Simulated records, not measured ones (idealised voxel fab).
process module | voxel transistor to metal
Cross-sectional view cut (width: 150 nm; square cell size: 5 nm).
Cross-section layout: square cells on a grid; listed as bands, top to bottom; a band spans one or more cell rows.
Basically the band line says how high the top is and how high the bottom is, in nm, and then what's in it from left to right, every material with its width in nm. Empty space shows up as "empty", and if a single material carries "full width" it runs the full band edge to edge.
Beneath 0, the wafer as received is one material, and that level is where height counting begins. The lowest band goes on downward without a bottom; it is written like "top 0, no bottom".
With a width like "30->40", each row of cells in the band differs from the next by the same amount, the top row carrying the first number and the bottom row the second.
When a step is marked "stayed the same", none of the cells in the cross-section changed during that step.
In "Enclosed void catalog" the enclosed voids are listed, meaning empty spaces of 8 cells or larger without any opening to the top. The form is width x height at distance, distance from the left edge, units nm.
That trailing text on a step's line, after the settings, is the simulator's own remark on the step.
The setting "overlay nm" may be written on the line of a step. When the step uses a mask, the value reports how far to the right of the planned place the mask lay, and a negative value reports that it lay to the left.

## plan
- 1: RECEIVE: material Si
- 2: CONFORMAL_DEP: material SiO2, thk nm 5
- 3: CONFORMAL_DEP: material SiN, thk nm 10
- 4: PATTERN: tone cover, mask id ACTIVE, material resist, width nm 95, thk nm 15, overlay nm 0
- 5: DIRECTIONAL_ETCH: etch materials SiN, depth nm 10
- 6: DIRECTIONAL_ETCH: etch materials SiO2, depth nm 5
- 7: DIRECTIONAL_ETCH: etch materials Si, depth nm 25
- 8: STRIP: etch materials resist
- 9: OXIDIZE: depth nm 5
- 10: FILL_DEP: material SiO2, thk nm 10
- 11: CMP: height nm 15
- 12: SELECTIVE_ETCH: etch materials SiO2, depth nm 5
- 13: STRIP: etch materials SiN
- 14: SELECTIVE_ETCH: etch materials SiO2, depth nm 5
- 15: OXIDIZE: depth nm 5
- 16: DIRECTIONAL_DEP: material polySi, thk nm 30
- 17: DIRECTIONAL_DEP: material SiCN, thk nm 10
- 18: MASKED_ETCH: tone cover, mask id GATE, width nm 15, etch materials SiCN, depth nm 20, overlay nm 0
- 19: MASKED_ETCH: tone cover, mask id GATE, width nm 15, etch materials polySi, depth nm 40, overlay nm 0
- 20: CONFORMAL_DEP: material SiN, thk nm 10
- 21: DIRECTIONAL_ETCH: etch materials SiN, depth nm 10
- 22: DIRECTIONAL_ETCH: etch materials SiO2, depth nm 5
- 23: DIRECTIONAL_ETCH: etch materials Si, depth nm 10
- 24: EPI: material pSi, thk nm 10
- 25: FILL_DEP: material SiO2, thk nm 5
- 26: CMP: height nm 40
- 27: DIRECTIONAL_DEP: material SiO2, thk nm 15
- 28: MASKED_ETCH: tone open, mask id CONTACT, width nm 20, pitch nm 65, etch materials SiO2, depth nm 60, overlay nm 0
- 29: CONFORMAL_DEP: material TiN, thk nm 5
- 30: FILL_DEP: material Ru, thk nm 5
- 31: CMP: height nm 55
- 32: CONFORMAL_DEP: material SiCN, thk nm 5
- 33: DIRECTIONAL_DEP: material SiO2, thk nm 20
- 34: PATTERN: tone open, mask id METAL_1, material resist, width nm 20, pitch nm 65, thk nm 15, overlay nm 0
- 35: DIRECTIONAL_ETCH: etch materials SiO2, depth nm 20
- 36: DIRECTIONAL_ETCH: etch materials SiCN, depth nm 5
- 37: STRIP: etch materials resist
- 38: CONFORMAL_DEP: material TiN, thk nm 5
- 39: FILL_DEP: material Cu, thk nm 5
- 40: CMP: height nm 80
- 41: CONFORMAL_DEP: material SiN, thk nm 5

## Here's what the wafer looked like in cross-section when it arrived - that's after step 1
  top 0, no bottom = Si full width
  Enclosed void catalog: none

## a wafer at the end: this start, this plan, one mistake
  top 85, bottom 80 = SiN full width
  top 80, bottom 60 = 30 SiO2, then 5 TiN, then 10 Cu, then 5 TiN, then 45 SiO2, then 5 TiN, then 10 Cu, then 5 TiN, then 35 SiO2
  top 60, bottom 55 = 30 SiCN, then 20 TiN, then 45 SiCN, then 20 TiN, then 35 SiCN
  top 55, bottom 40 = 25 SiO2, then 5 TiN, then 20 Ru, then 5 TiN, then 35 SiO2, then 5 TiN, then 20 Ru, then 5 TiN, then 30 SiO2
  top 40, bottom 30 = 25 SiO2, then 5 TiN, then 20 Ru, then 5 TiN, then 10 SiN, then 15 SiCN, then 10 SiN, then 5 TiN, then 20 Ru, then 5 TiN, then 30 SiO2
  top 30, bottom 10 = 25 SiO2, then 5 TiN, then 20 Ru, then 5 TiN, then 10 SiN, then 15 polySi, then 10 SiN, then 5 TiN, then 20 Ru, then 5 TiN, then 30 SiO2
  top 10, bottom 5 = 25 SiO2, then 10 TiN, then 5 Ru, then 15 TiN, then 10 SiN, then 15 polySi, then 10 SiN, then 15 TiN, then 5 Ru, then 10 TiN, then 30 SiO2
  top 5, bottom 0 = 20 SiO2, then 10 SiN, then 5 TiN, then 5 Ru, then 5 TiN, then 10 pSi, then 10 SiN, then 15 polySi, then 10 SiN, then 10 pSi, then 5 TiN, then 5 Ru, then 5 TiN, then 10 SiN, then 25 SiO2
  top 0, bottom -5 = 30 SiO2, then 15 TiN, then 10 pSi, then 35 SiO2, then 10 pSi, then 15 TiN, then 35 SiO2
  top -5, bottom -15 = 30 SiO2, then 25 pSi, then 35 Si, then 25 pSi, then 35 SiO2
  top -15, bottom -30 = 30 SiO2, then 85 Si, then 35 SiO2
  top -30, no bottom = Si full width
  Enclosed void catalog: none
It is concluded that the wafer was processed incorrectly with respect to the plan, in that the process deviated at step 28: the operation and settings actually run there were MASKED_ETCH: tone open, mask id CONTACT, width nm 30, pitch nm 65, etch materials SiO2, depth nm 60, overlay nm 0
